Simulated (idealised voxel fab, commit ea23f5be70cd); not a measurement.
A process module follows: voxel transistor to metal.
Section shown: cut. Width: 270 nm. Cell size: 5 nm, square.
A cross-section is written here as square cells arranged in a grid, and it is given in bands from the top down, each band taking up one or more rows of cells. A band entry consists of two parts. The first gives the height of the band's top and the height of its bottom, in nm. The rest lists the band's materials from left to right, each with its width in nm. A single material labelled with the word "full width" fills the band from edge to edge, and the word "air" marks empty space. We count height from 0. Below that, the starting wafer is all one material. The lowest band never ends at the bottom but goes on down; see "z 0 and below" for how that is written. You'd read "30->40" like this: the band's top row of cells is as wide as the first number, its bottom row is as wide as the second, and going down, every row changes width by the same amount as the row before did. "nothing got changed" after a step means that no cell of the cross-section changed. The list in "Enclosed void catalog" covers empty spaces of 8 cells or more that cannot reach the top through any open way, and it gives each as width x height at distance; the distance is from the left edge, and width, height and distance are in nm. Post-settings text on a step line: simulator's own remark regarding the step. A step line may carry the setting "overlay nm", which, for steps involving a mask, states the distance by which the mask lay to the right of its intended position; negative values denote displacement to the left.

-- Listed below are the process steps as planned
1. RECEIVE with material Si
2. OXIDIZE with depth nm 5
3. CONFORMAL_DEP with material SiN, thk nm 15
4. DIRECTIONAL_DEP with material aC, thk nm 10
5. PATTERN with tone cover, mask id ACTIVE, material resist, width nm 105, pitch nm 125, thk nm 30, overlay nm 0
6. DIRECTIONAL_ETCH with etch materials aC, depth nm 10
7. STRIP with etch materials resist
8. DIRECTIONAL_ETCH with etch materials SiN, depth nm 15
9. DIRECTIONAL_ETCH with etch materials SiO2, depth nm 5
10. DIRECTIONAL_ETCH with etch materials Si, depth nm 30
11. STRIP with etch materials aC
12. FILL_DEP with material SiO2, thk nm 10
13. CMP with height nm 15
14. SELECTIVE_ETCH with etch materials SiO2, depth nm 15
15. STRIP with etch materials SiN
16. SELECTIVE_ETCH with etch materials SiO2, depth nm 5
17. OXIDIZE with depth nm 5
18. DIRECTIONAL_DEP with material polySi, thk nm 20
19. DIRECTIONAL_DEP with material SiCN, thk nm 15
20. MASKED_ETCH with tone cover, mask id GATE, width nm 25, pitch nm 125, etch materials SiCN, depth nm 25, overlay nm 0
21. MASKED_ETCH with tone cover, mask id GATE, width nm 25, pitch nm 125, etch materials polySi, depth nm 30, overlay nm 0
22. CONFORMAL_DEP with material SiO2, thk nm 5
23. DIRECTIONAL_ETCH with etch materials SiO2, depth nm 5
24. CONFORMAL_DEP with material SiN, thk nm 5
25. DIRECTIONAL_ETCH with etch materials SiN, depth nm 5
26. DIRECTIONAL_ETCH with etch materials SiO2, depth nm 5
27. EPI with material nSi, thk nm 5
28. FILL_DEP with material SiO2, thk nm 10
29. CMP with height nm 30
30. DIRECTIONAL_DEP with material SiO2, thk nm 15
31. DIRECTIONAL_DEP with material aC, thk nm 15
32. PATTERN with tone open, mask id CONTACT, material resist, width nm 30, thk nm 35, overlay nm 0
33. DIRECTIONAL_ETCH with etch materials aC, depth nm 15
34. STRIP with etch materials resist
35. DIRECTIONAL_ETCH with etch materials SiO2, depth nm 50
36. STRIP with etch materials aC
37. CONFORMAL_DEP with material TiN, thk nm 5
38. FILL_DEP with material Ru, thk nm 10
39. CMP with height nm 45
40. DIRECTIONAL_DEP with material TiN, thk nm 5
41. DIRECTIONAL_DEP with material W, thk nm 25
42. MASKED_ETCH with tone cover, mask id METAL_1, width nm 20, etch materials W, depth nm 25, overlay nm 0
43. MASKED_ETCH with tone cover, mask id METAL_1, width nm 20, etch materials TiN, depth nm 5, overlay nm 0
44. FILL_DEP with material lowk, thk nm 5
45. CMP with height nm 75
46. CONFORMAL_DEP with material SiN, thk nm 5

-- The first wafer of two, processed as planned

-- Step 1 complete: cross-section of the wafer as received
	z 0 and below = Si full width
	Enclosed void catalog: none

-- After step 2, in cross-section
	z 0 to -5 = SiO2 full width
	Below -5, the layers are the same as they were.

-- After step 3, in cross-section
	z 15 to 0 = SiN full width
	Below 0, the layers are the same as they were.

-- After step 4, in cross-section
	z 25 to 15 = aC full width
	Below 15, the layers are the same as they were.

-- After step 5, in cross-section
	z 55 to 25 = air (20), resist (105), air (20), resist (105), air (20)
	Below 25, the layers are the same as they were.

-- After step 6, in cross-section
	z 45 to 25 = air (20), resist (105), air (20), resist (105), air (20)
	z 25 to 15 = air (20), aC (105), air (20), aC (105), air (20)
	Below 15, the layers are the same as they were.

-- After step 7, in cross-section
	z 25 to 15 = air (20), aC (105), air (20), aC (105), air (20)
	Below 15, the layers are the same as they were.

-- After step 8, in cross-section
	z 25 to 15 = air (20), aC (105), air (20), aC (105), air (20)
	z 15 to 0 = air (20), SiN (105), air (20), SiN (105), air (20)
	Below 0, the layers are the same as they were.

-- After step 9, in cross-section
	z 25 to 15 = air (20), aC (105), air (20), aC (105), air (20)
	z 15 to 0 = air (20), SiN (105), air (20), SiN (105), air (20)
	z 0 to -5 = air (20), SiO2 (105), air (20), SiO2 (105), air (20)
	Below -5, the layers are the same as they were.

-- After step 10, in cross-section
	z 25 to 15 = air (20), aC (105), air (20), aC (105), air (20)
	z 15 to 0 = air (20), SiN (105), air (20), SiN (105), air (20)
	z 0 to -5 = air (20), SiO2 (105), air (20), SiO2 (105), air (20)
	z -5 to -35 = air (20), Si (105), air (20), Si (105), air (20)
	Below -35, the layers are the same as they were.

-- After step 11, in cross-section
	z 15 to 0 = air (20), SiN (105), air (20), SiN (105), air (20)
	Below 0, the layers are the same as they were.

-- After step 12, in cross-section
	z 25 to 15 = SiO2 full width
	z 15 to 0 = SiO2 (20), SiN (105), SiO2 (20), SiN (105), SiO2 (20)
	z 0 to -5 = SiO2 full width
	z -5 to -35 = SiO2 (20), Si (105), SiO2 (20), Si (105), SiO2 (20)
	Below -35, the layers are the same as they were.

-- After step 13, in cross-section
	z 15 to 0 = SiO2 (20), SiN (105), SiO2 (20), SiN (105), SiO2 (20)
	Below 0, the layers are the same as they were.

-- After step 14, in cross-section
	z 15 to 0 = air (20), SiN (105), air (20), SiN (105), air (20)
	Below 0, the layers are the same as they were.

-- After step 15, in cross-section
	z 0 to -5 = SiO2 full width
	Below -5, the layers are the same as they were.

-- After step 16, in cross-section
	z -5 to -35 = SiO2 (20), Si (105), SiO2 (20), Si (105), SiO2 (20)
	Below -35, the layers are the same as they were.

-- After step 17, in cross-section
	z -5 to -10 = SiO2 full width
	Below -10, the layers are the same as they were.

-- After step 18, in cross-section
	z 15 to -5 = polySi full width
	Below -5, the layers are the same as they were.

-- After step 19, in cross-section
	z 30 to 15 = SiCN full width
	Below 15, the layers are the same as they were.

-- After step 20, in cross-section
	z 30 to 15 = air (60), SiCN (25), air (100), SiCN (25), air (60)
	Below 15, the layers are the same as they were.

-- After step 21, in cross-section
	z 30 to 15 = air (60), SiCN (25), air (100), SiCN (25), air (60)
	z 15 to -5 = air (60), polySi (25), air (100), polySi (25), air (60)
	Below -5, the layers are the same as they were.

-- After step 22, in cross-section
	z 35 to 30 = air (55), SiO2 (35), air (90), SiO2 (35), air (55)
	z 30 to 15 = air (55), SiO2 (5), SiCN (25), SiO2 (5), air (90), SiO2 (5), SiCN (25), SiO2 (5), air (55)
	z 15 to 0 = air (55), SiO2 (5), polySi (25), SiO2 (5), air (90), SiO2 (5), polySi (25), SiO2 (5), air (55)
	z 0 to -5 = SiO2 (60), polySi (25), SiO2 (100), polySi (25), SiO2 (60)
	Below -5, the layers are the same as they were.

-- After step 23, in cross-section
	z 30 to 15 = air (55), SiO2 (5), SiCN (25), SiO2 (5), air (90), SiO2 (5), SiCN (25), SiO2 (5), air (55)
	z 15 to -5 = air (55), SiO2 (5), polySi (25), SiO2 (5), air (90), SiO2 (5), polySi (25), SiO2 (5), air (55)
	Below -5, the layers are the same as they were.

-- After step 24, in cross-section
	z 35 to 30 = air (50), SiN (45), air (80), SiN (45), air (50)
	z 30 to 15 = air (50), SiN (5), SiO2 (5), SiCN (25), SiO2 (5), SiN (5), air (80), SiN (5), SiO2 (5), SiCN (25), SiO2 (5), SiN (5), air (50)
	z 15 to 0 = air (50), SiN (5), SiO2 (5), polySi (25), SiO2 (5), SiN (5), air (80), SiN (5), SiO2 (5), polySi (25), SiO2 (5), SiN (5), air (50)
	z 0 to -5 = SiN (55), SiO2 (5), polySi (25), SiO2 (5), SiN (90), SiO2 (5), polySi (25), SiO2 (5), SiN (55)
	Below -5, the layers are the same as they were.

-- After step 25, in cross-section
	z 30 to 15 = air (50), SiN (5), SiO2 (5), SiCN (25), SiO2 (5), SiN (5), air (80), SiN (5), SiO2 (5), SiCN (25), SiO2 (5), SiN (5), air (50)
	z 15 to -5 = air (50), SiN (5), SiO2 (5), polySi (25), SiO2 (5), SiN (5), air (80), SiN (5), SiO2 (5), polySi (25), SiO2 (5), SiN (5), air (50)
	Below -5, the layers are the same as they were.

-- After step 26, in cross-section
	z 30 to 25 = air (50), SiN (5), air (5), SiCN (25), air (5), SiN (5), air (80), SiN (5), air (5), SiCN (25), air (5), SiN (5), air (50)
	z 25 to 15 = air (50), SiN (5), SiO2 (5), SiCN (25), SiO2 (5), SiN (5), air (80), SiN (5), SiO2 (5), SiCN (25), SiO2 (5), SiN (5), air (50)
	z 15 to -5 = air (50), SiN (5), SiO2 (5), polySi (25), SiO2 (5), SiN (5), air (80), SiN (5), SiO2 (5), polySi (25), SiO2 (5), SiN (5), air (50)
	z -5 to -10 = air (50), SiO2 (45), air (80), SiO2 (45), air (50)
	Below -10, the layers are the same as they were.

-- After step 27, in cross-section
	z 30 to 25 = air (50), SiN (5), air (5), SiCN (25), air (5), SiN (5), air (80), SiN (5), air (5), SiCN (25), air (5), SiN (5), air (50)
	z 25 to 15 = air (50), SiN (5), SiO2 (5), SiCN (25), SiO2 (5), SiN (5), air (80), SiN (5), SiO2 (5), SiCN (25), SiO2 (5), SiN (5), air (50)
	z 15 to -5 = air (50), SiN (5), SiO2 (5), polySi (25), SiO2 (5), SiN (5), air (80), SiN (5), SiO2 (5), polySi (25), SiO2 (5), SiN (5), air (50)
	z -5 to -10 = air (15), nSi (35), SiO2 (45), nSi (35), air (10), nSi (35), SiO2 (45), nSi (35), air (15)
	Below -10, the layers are the same as they were.

-- After step 28, in cross-section
	z 40 to 30 = SiO2 full width
	z 30 to 15 = SiO2 (50), SiN (5), SiO2 (5), SiCN (25), SiO2 (5), SiN (5), SiO2 (80), SiN (5), SiO2 (5), SiCN (25), SiO2 (5), SiN (5), SiO2 (50)
	z 15 to -5 = SiO2 (50), SiN (5), SiO2 (5), polySi (25), SiO2 (5), SiN (5), SiO2 (80), SiN (5), SiO2 (5), polySi (25), SiO2 (5), SiN (5), SiO2 (50)
	z -5 to -10 = SiO2 (15), nSi (35), SiO2 (45), nSi (35), SiO2 (10), nSi (35), SiO2 (45), nSi (35), SiO2 (15)
	Below -10, the layers are the same as they were.

-- After step 29, in cross-section
	z 30 to 15 = SiO2 (50), SiN (5), SiO2 (5), SiCN (25), SiO2 (5), SiN (5), SiO2 (80), SiN (5), SiO2 (5), SiCN (25), SiO2 (5), SiN (5), SiO2 (50)
	Below 15, the layers are the same as they were.

-- After step 30, in cross-section
	z 45 to 30 = SiO2 full width
	Below 30, the layers are the same as they were.

-- After step 31, in cross-section
	z 60 to 45 = aC full width
	Below 45, the layers are the same as they were.

-- After step 32, in cross-section
	z 95 to 60 = resist (25), air (30), resist (35), air (30), resist (30), air (30), resist (35), air (30), resist (25)
	Below 60, the layers are the same as they were.

-- After step 33, in cross-section
	z 80 to 60 = resist (25), air (30), resist (35), air (30), resist (30), air (30), resist (35), air (30), resist (25)
	z 60 to 45 = aC (25), air (30), aC (35), air (30), aC (30), air (30), aC (35), air (30), aC (25)
	Below 45, the layers are the same as they were.

-- After step 34, in cross-section
	z 60 to 45 = aC (25), air (30), aC (35), air (30), aC (30), air (30), aC (35), air (30), aC (25)
	Below 45, the layers are the same as they were.

-- After step 35, in cross-section
	z 60 to 45 = aC (25), air (30), aC (35), air (30), aC (30), air (30), aC (35), air (30), aC (25)
	z 45 to 30 = SiO2 (25), air (30), SiO2 (35), air (30), SiO2 (30), air (30), SiO2 (35), air (30), SiO2 (25)
	z 30 to 15 = SiO2 (25), air (25), SiN (5), SiO2 (5), SiCN (25), SiO2 (5), SiN (5), air (25), SiO2 (30), air (25), SiN (5), SiO2 (5), SiCN (25), SiO2 (5), SiN (5), air (25), SiO2 (25)
	z 15 to -5 = SiO2 (25), air (25), SiN (5), SiO2 (5), polySi (25), SiO2 (5), SiN (5), air (25), SiO2 (30), air (25), SiN (5), SiO2 (5), polySi (25), SiO2 (5), SiN (5), air (25), SiO2 (25)
	Below -5, the layers are the same as they were.

-- After step 36, in cross-section
	z 45 to 30 = SiO2 (25), air (30), SiO2 (35), air (30), SiO2 (30), air (30), SiO2 (35), air (30), SiO2 (25)
	Below 30, the layers are the same as they were.

-- After step 37, in cross-section
	z 50 to 45 = TiN (30), air (20), TiN (45), air (20), TiN (40), air (20), TiN (45), air (20), TiN (30)
	z 45 to 35 = SiO2 (25), TiN (5), air (20), TiN (5), SiO2 (35), TiN (5), air (20), TiN (5), SiO2 (30), TiN (5), air (20), TiN (5), SiO2 (35), TiN (5), air (20), TiN (5), SiO2 (25)
	z 35 to 30 = SiO2 (25), TiN (5), air (15), TiN (10), SiO2 (35), TiN (10), air (15), TiN (5), SiO2 (30), TiN (5), air (15), TiN (10), SiO2 (35), TiN (10), air (15), TiN (5), SiO2 (25)
	z 30 to 15 = SiO2 (25), TiN (5), air (15), TiN (5), SiN (5), SiO2 (5), SiCN (25), SiO2 (5), SiN (5), TiN (5), air (15), TiN (5), SiO2 (30), TiN (5), air (15), TiN (5), SiN (5), SiO2 (5), SiCN (25), SiO2 (5), SiN (5), TiN (5), air (15), TiN (5), SiO2 (25)
	z 15 to 0 = SiO2 (25), TiN (5), air (15), TiN (5), SiN (5), SiO2 (5), polySi (25), SiO2 (5), SiN (5), TiN (5), air (15), TiN (5), SiO2 (30), TiN (5), air (15), TiN (5), SiN (5), SiO2 (5), polySi (25), SiO2 (5), SiN (5), TiN (5), air (15), TiN (5), SiO2 (25)
	z 0 to -5 = SiO2 (25), TiN (25), SiN (5), SiO2 (5), polySi (25), SiO2 (5), SiN (5), TiN (25), SiO2 (30), TiN (25), SiN (5), SiO2 (5), polySi (25), SiO2 (5), SiN (5), TiN (25), SiO2 (25)
	Below -5, the layers are the same as they were.

-- After step 38, in cross-section
	z 60 to 50 = Ru full width
	z 50 to 45 = TiN (30), Ru (20), TiN (45), Ru (20), TiN (40), Ru (20), TiN (45), Ru (20), TiN (30)
	z 45 to 35 = SiO2 (25), TiN (5), Ru (20), TiN (5), SiO2 (35), TiN (5), Ru (20), TiN (5), SiO2 (30), TiN (5), Ru (20), TiN (5), SiO2 (35), TiN (5), Ru (20), TiN (5), SiO2 (25)
	z 35 to 30 = SiO2 (25), TiN (5), Ru (15), TiN (10), SiO2 (35), TiN (10), Ru (15), TiN (5), SiO2 (30), TiN (5), Ru (15), TiN (10), SiO2 (35), TiN (10), Ru (15), TiN (5), SiO2 (25)
	z 30 to 15 = SiO2 (25), TiN (5), Ru (15), TiN (5), SiN (5), SiO2 (5), SiCN (25), SiO2 (5), SiN (5), TiN (5), Ru (15), TiN (5), SiO2 (30), TiN (5), Ru (15), TiN (5), SiN (5), SiO2 (5), SiCN (25), SiO2 (5), SiN (5), TiN (5), Ru (15), TiN (5), SiO2 (25)
	z 15 to 0 = SiO2 (25), TiN (5), Ru (15), TiN (5), SiN (5), SiO2 (5), polySi (25), SiO2 (5), SiN (5), TiN (5), Ru (15), TiN (5), SiO2 (30), TiN (5), Ru (15), TiN (5), SiN (5), SiO2 (5), polySi (25), SiO2 (5), SiN (5), TiN (5), Ru (15), TiN (5), SiO2 (25)
	Below 0, the layers are the same as they were.

-- After step 39, in cross-section
	z 45 to 35 = SiO2 (25), TiN (5), Ru (20), TiN (5), SiO2 (35), TiN (5), Ru (20), TiN (5), SiO2 (30), TiN (5), Ru (20), TiN (5), SiO2 (35), TiN (5), Ru (20), TiN (5), SiO2 (25)
	Below 35, the layers are the same as they were.

-- After step 40, in cross-section
	z 50 to 45 = TiN full width
	Below 45, the layers are the same as they were.

-- After step 41, in cross-section
	z 75 to 50 = W full width
	Below 50, the layers are the same as they were.

-- After step 42, in cross-section
	z 75 to 50 = air (25), W (20), air (55), W (20), air (30), W (20), air (55), W (20), air (25)
	Below 50, the layers are the same as they were.

-- After step 43, in cross-section
	z 75 to 50 = air (25), W (20), air (55), W (20), air (30), W (20), air (55), W (20), air (25)
	z 50 to 45 = air (25), TiN (20), air (55), TiN (20), air (30), TiN (20), air (55), TiN (20), air (25)
	Below 45, the layers are the same as they were.

-- After step 44, in cross-section
	z 80 to 75 = lowk full width
	z 75 to 50 = lowk (25), W (20), lowk (55), W (20), lowk (30), W (20), lowk (55), W (20), lowk (25)
	z 50 to 45 = lowk (25), TiN (20), lowk (55), TiN (20), lowk (30), TiN (20), lowk (55), TiN (20), lowk (25)
	Below 45, the layers are the same as they were.

-- After step 45, in cross-section
	z 75 to 50 = lowk (25), W (20), lowk (55), W (20), lowk (30), W (20), lowk (55), W (20), lowk (25)
	Below 50, the layers are the same as they were.

-- After step 46, in cross-section
	z 80 to 75 = SiN full width
	Below 75, the layers are the same as they were.

-- second wafer: like start, like plan, one mistake. Through step 21 it matches the first wafer

Cross-section of the second wafer at the time by which step 22 should have been completed according to the plan: nothing got changed

-- Cross-section of the second wafer at the time by which step 23 should have been completed according to the plan
	z 30 to 15 = air (60), SiCN (25), air (100), SiCN (25), air (60)
	z 15 to -5 = air (60), polySi (25), air (100), polySi (25), air (60)
	z -5 to -10 = air (60), SiO2 (25), air (100), SiO2 (25), air (60)
	Below -10, the layers are the same as they were.

-- Cross-section of the second wafer at the time by which step 24 should have been completed according to the plan
	z 35 to 30 = air (55), SiN (35), air (90), SiN (35), air (55)
	z 30 to 15 = air (55), SiN (5), SiCN (25), SiN (5), air (90), SiN (5), SiCN (25), SiN (5), air (55)
	z 15 to -5 = air (55), SiN (5), polySi (25), SiN (5), air (90), SiN (5), polySi (25), SiN (5), air (55)
	z -5 to -10 = SiN (60), SiO2 (25), SiN (100), SiO2 (25), SiN (60)
	Below -10, the layers are the same as they were.

-- Cross-section of the second wafer at the time by which step 25 should have been completed according to the plan
	z 30 to 15 = air (55), SiN (5), SiCN (25), SiN (5), air (90), SiN (5), SiCN (25), SiN (5), air (55)
	z 15 to -5 = air (55), SiN (5), polySi (25), SiN (5), air (90), SiN (5), polySi (25), SiN (5), air (55)
	z -5 to -10 = air (55), SiN (5), SiO2 (25), SiN (5), air (90), SiN (5), SiO2 (25), SiN (5), air (55)
	Below -10, the layers are the same as they were.

-- Cross-section of the second wafer at the time by which step 26 should have been completed according to the plan
	z 30 to 15 = air (55), SiN (5), SiCN (25), SiN (5), air (90), SiN (5), SiCN (25), SiN (5), air (55)
	z 15 to -5 = air (55), SiN (5), polySi (25), SiN (5), air (90), SiN (5), polySi (25), SiN (5), air (55)
	z -5 to -10 = air (55), SiN (5), SiO2 (25), SiN (5), air (90), SiN (5), SiO2 (25), SiN (5), air (55)
	z -10 to -15 = air (20), Si (105), air (20), Si (105), air (20)
	Below -15, the layers are the same as they were.

-- Cross-section of the second wafer at the time by which step 27 should have been completed according to the plan
	z 30 to 15 = air (55), SiN (5), SiCN (25), SiN (5), air (90), SiN (5), SiCN (25), SiN (5), air (55)
	z 15 to -5 = air (55), SiN (5), polySi (25), SiN (5), air (90), SiN (5), polySi (25), SiN (5), air (55)
	z -5 to -10 = air (15), nSi (40), SiN (5), SiO2 (25), SiN (5), nSi (40), air (10), nSi (40), SiN (5), SiO2 (25), SiN (5), nSi (40), air (15)
	z -10 to -15 = air (15), nSi (5), Si (105), nSi (5), air (10), nSi (5), Si (105), nSi (5), air (15)
	Below -15, the layers are the same as they were.

-- Cross-section of the second wafer at the time by which step 28 should have been completed according to the plan
	z 40 to 30 = SiO2 full width
	z 30 to 15 = SiO2 (55), SiN (5), SiCN (25), SiN (5), SiO2 (90), SiN (5), SiCN (25), SiN (5), SiO2 (55)
	z 15 to -5 = SiO2 (55), SiN (5), polySi (25), SiN (5), SiO2 (90), SiN (5), polySi (25), SiN (5), SiO2 (55)
	z -5 to -10 = SiO2 (15), nSi (40), SiN (5), SiO2 (25), SiN (5), nSi (40), SiO2 (10), nSi (40), SiN (5), SiO2 (25), SiN (5), nSi (40), SiO2 (15)
	z -10 to -15 = SiO2 (15), nSi (5), Si (105), nSi (5), SiO2 (10), nSi (5), Si (105), nSi (5), SiO2 (15)
	Below -15, the layers are the same as they were.

-- Cross-section of the second wafer at the time by which step 29 should have been completed according to the plan
	z 30 to 15 = SiO2 (55), SiN (5), SiCN (25), SiN (5), SiO2 (90), SiN (5), SiCN (25), SiN (5), SiO2 (55)
	Below 15, the layers are the same as they were.

-- Cross-section of the second wafer at the time by which step 30 should have been completed according to the plan
	z 45 to 30 = SiO2 full width
	Below 30, the layers are the same as they were.

-- Cross-section of the second wafer at the time by which step 31 should have been completed according to the plan
	z 60 to 45 = aC full width
	Below 45, the layers are the same as they were.

-- Cross-section of the second wafer at the time by which step 32 should have been completed according to the plan
	z 95 to 60 = resist (25), air (30), resist (35), air (30), resist (30), air (30), resist (35), air (30), resist (25)
	Below 60, the layers are the same as they were.

-- Cross-section of the second wafer at the time by which step 33 should have been completed according to the plan
	z 80 to 60 = resist (25), air (30), resist (35), air (30), resist (30), air (30), resist (35), air (30), resist (25)
	z 60 to 45 = aC (25), air (30), aC (35), air (30), aC (30), air (30), aC (35), air (30), aC (25)
	Below 45, the layers are the same as they were.

-- Cross-section of the second wafer at the time by which step 34 should have been completed according to the plan
	z 60 to 45 = aC (25), air (30), aC (35), air (30), aC (30), air (30), aC (35), air (30), aC (25)
	Below 45, the layers are the same as they were.

-- Cross-section of the second wafer at the time by which step 35 should have been completed according to the plan
	z 60 to 45 = aC (25), air (30), aC (35), air (30), aC (30), air (30), aC (35), air (30), aC (25)
	z 45 to 30 = SiO2 (25), air (30), SiO2 (35), air (30), SiO2 (30), air (30), SiO2 (35), air (30), SiO2 (25)
	z 30 to 15 = SiO2 (25), air (30), SiN (5), SiCN (25), SiN (5), air (30), SiO2 (30), air (30), SiN (5), SiCN (25), SiN (5), air (30), SiO2 (25)
	z 15 to -5 = SiO2 (25), air (30), SiN (5), polySi (25), SiN (5), air (30), SiO2 (30), air (30), SiN (5), polySi (25), SiN (5), air (30), SiO2 (25)
	Below -5, the layers are the same as they were.

-- Cross-section of the second wafer at the time by which step 36 should have been completed according to the plan
	z 45 to 30 = SiO2 (25), air (30), SiO2 (35), air (30), SiO2 (30), air (30), SiO2 (35), air (30), SiO2 (25)
	Below 30, the layers are the same as they were.

-- Cross-section of the second wafer at the time by which step 37 should have been completed according to the plan
	z 50 to 45 = TiN (30), air (20), TiN (45), air (20), TiN (40), air (20), TiN (45), air (20), TiN (30)
	z 45 to 30 = SiO2 (25), TiN (5), air (20), TiN (5), SiO2 (35), TiN (5), air (20), TiN (5), SiO2 (30), TiN (5), air (20), TiN (5), SiO2 (35), TiN (5), air (20), TiN (5), SiO2 (25)
	z 30 to 15 = SiO2 (25), TiN (5), air (20), TiN (5), SiN (5), SiCN (25), SiN (5), TiN (5), air (20), TiN (5), SiO2 (30), TiN (5), air (20), TiN (5), SiN (5), SiCN (25), SiN (5), TiN (5), air (20), TiN (5), SiO2 (25)
	z 15 to 0 = SiO2 (25), TiN (5), air (20), TiN (5), SiN (5), polySi (25), SiN (5), TiN (5), air (20), TiN (5), SiO2 (30), TiN (5), air (20), TiN (5), SiN (5), polySi (25), SiN (5), TiN (5), air (20), TiN (5), SiO2 (25)
	z 0 to -5 = SiO2 (25), TiN (30), SiN (5), polySi (25), SiN (5), TiN (30), SiO2 (30), TiN (30), SiN (5), polySi (25), SiN (5), TiN (30), SiO2 (25)
	Below -5, the layers are the same as they were.

-- Cross-section of the second wafer at the time by which step 38 should have been completed according to the plan
	z 60 to 50 = Ru full width
	z 50 to 45 = TiN (30), Ru (20), TiN (45), Ru (20), TiN (40), Ru (20), TiN (45), Ru (20), TiN (30)
	z 45 to 30 = SiO2 (25), TiN (5), Ru (20), TiN (5), SiO2 (35), TiN (5), Ru (20), TiN (5), SiO2 (30), TiN (5), Ru (20), TiN (5), SiO2 (35), TiN (5), Ru (20), TiN (5), SiO2 (25)
	z 30 to 15 = SiO2 (25), TiN (5), Ru (20), TiN (5), SiN (5), SiCN (25), SiN (5), TiN (5), Ru (20), TiN (5), SiO2 (30), TiN (5), Ru (20), TiN (5), SiN (5), SiCN (25), SiN (5), TiN (5), Ru (20), TiN (5), SiO2 (25)
	z 15 to 0 = SiO2 (25), TiN (5), Ru (20), TiN (5), SiN (5), polySi (25), SiN (5), TiN (5), Ru (20), TiN (5), SiO2 (30), TiN (5), Ru (20), TiN (5), SiN (5), polySi (25), SiN (5), TiN (5), Ru (20), TiN (5), SiO2 (25)
	Below 0, the layers are the same as they were.

-- Cross-section of the second wafer at the time by which step 39 should have been completed according to the plan
	z 45 to 30 = SiO2 (25), TiN (5), Ru (20), TiN (5), SiO2 (35), TiN (5), Ru (20), TiN (5), SiO2 (30), TiN (5), Ru (20), TiN (5), SiO2 (35), TiN (5), Ru (20), TiN (5), SiO2 (25)
	Below 30, the layers are the same as they were.

-- Cross-section of the second wafer at the time by which step 40 should have been completed according to the plan
	z 50 to 45 = TiN full width
	Below 45, the layers are the same as they were.

-- Cross-section of the second wafer at the time by which step 41 should have been completed according to the plan
	z 75 to 50 = W full width
	Below 50, the layers are the same as they were.

-- Cross-section of the second wafer at the time by which step 42 should have been completed according to the plan
	z 75 to 50 = air (25), W (20), air (55), W (20), air (30), W (20), air (55), W (20), air (25)
	Below 50, the layers are the same as they were.

-- Cross-section of the second wafer at the time by which step 43 should have been completed according to the plan
	z 75 to 50 = air (25), W (20), air (55), W (20), air (30), W (20), air (55), W (20), air (25)
	z 50 to 45 = air (25), TiN (20), air (55), TiN (20), air (30), TiN (20), air (55), TiN (20), air (25)
	Below 45, the layers are the same as they were.

-- Cross-section of the second wafer at the time by which step 44 should have been completed according to the plan
	z 80 to 75 = lowk full width
	z 75 to 50 = lowk (25), W (20), lowk (55), W (20), lowk (30), W (20), lowk (55), W (20), lowk (25)
	z 50 to 45 = lowk (25), TiN (20), lowk (55), TiN (20), lowk (30), TiN (20), lowk (55), TiN (20), lowk (25)
	Below 45, the layers are the same as they were.

-- Cross-section of the second wafer at the time by which step 45 should have been completed according to the plan
	z 75 to 50 = lowk (25), W (20), lowk (55), W (20), lowk (30), W (20), lowk (55), W (20), lowk (25)
	Below 50, the layers are the same as they were.

-- Cross-section of the second wafer at the time by which step 46 should have been completed according to the plan
	z 80 to 75 = SiN full width
	Below 75, the layers are the same as they were.
Short version of what went wrong: step 22 from the plan never happened, it was just skipped
Once processing is complete, comparing cell counts shows that the second wafer has more or fewer of certain materials than the first: Ru: 28 more, SiN: 4 more, SiO2: 40 fewer, nSi: 8 more
